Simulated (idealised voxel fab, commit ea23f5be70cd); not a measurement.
Process module, titled voxel air gaps
Cross-section cut: width 265 nm, square cells of 5 nm.
Cross-section, as written here: a square-cell grid given band by band from the top down, where a band holds one or more rows of cells.
This entry defines a band. It first specifies the height of the band's top and the height of its bottom in nm, and then specifies the band's materials from left to right, stating each material with its width in nm. The word "throughout" identifies a single material that fills the band from edge to edge, while the word "air" identifies empty space.
Ref level 0: as-received wafer is one material below here. Bottom band extends down with no lower bound ("0 down").
Width spec "30..40" -> top row of cells at first value, bottom row at second value, equal per-row change in between.
The designation "no change", where it is given for a processing step, indicates that no cell of the cross-section was altered in the course of that step.
Any empty space of 8 cells or more lacking an open way to the top shows up in "Trapped void list" as width x height at distance, distance from the left edge, in nm.
Past the settings on a step's line: simulator remark, on that step.
overlay nm: for a step with a mask, the amount by which the mask lay right of where it was planned; a negative amount means left of it.
Steps planned for the process
1) RECEIVE,material Si
2) CONFORMAL_DEP,material SiO2,thk nm 10
3) CONFORMAL_DEP,material SiN,thk nm 5
4) DIRECTIONAL_DEP,material lowk,thk nm 30
5) PATTERN,tone open,mask id LINES,material resist,width nm 25,pitch nm 50,thk nm 15,overlay nm 0
6) DIRECTIONAL_ETCH,etch materials lowk,depth nm 30
7) STRIP,etch materials resist
8) CONFORMAL_DEP,material TiN,thk nm 5
9) FILL_DEP,material Ru,thk nm 10
10) CMP,height nm 45
11) EPI,material Ru,thk nm 10
12) SELECTIVE_ETCH,etch materials lowk,depth nm 40
13) CONFORMAL_DEP,material SiCN,thk nm 5
Wafer at receipt (post step 1), cross-section
    0 down: Si throughout
    Trapped void list: none
Cross-sectional result after module completion. Note: starting condition and plan are unchanged from above; one processing mistake was made
    70 to 65: air (20)  SiCN (225)  air (20)
    65 to 45: air (20)  SiCN (5)  Ru (215)  SiCN (5)  air (20)
    45 to 40: air (20)  SiCN (25)  TiN (5)  Ru (15)  TiN (5)  lowk (25)  TiN (5)  Ru (15)  TiN (5)  lowk (25)  TiN (5)  Ru (15)  TiN (5)  lowk (25)  TiN (5)  Ru (15)  TiN (5)  SiCN (25)  air (20)
    40 to 20: air (40)  SiCN (5)  TiN (5)  Ru (15)  TiN (5)  lowk (25)  TiN (5)  Ru (15)  TiN (5)  lowk (25)  TiN (5)  Ru (15)  TiN (5)  lowk (25)  TiN (5)  Ru (15)  TiN (5)  SiCN (5)  air (40)
    20 to 15: SiCN (45)  TiN (25)  lowk (25)  TiN (25)  lowk (25)  TiN (25)  lowk (25)  TiN (25)  SiCN (45)
    15 to 10: SiN throughout
    10 to 0: SiO2 throughout
    0 down: Si throughout
    Trapped void list: none
What went wrong in running the wafer? plan step 11 was twice executed
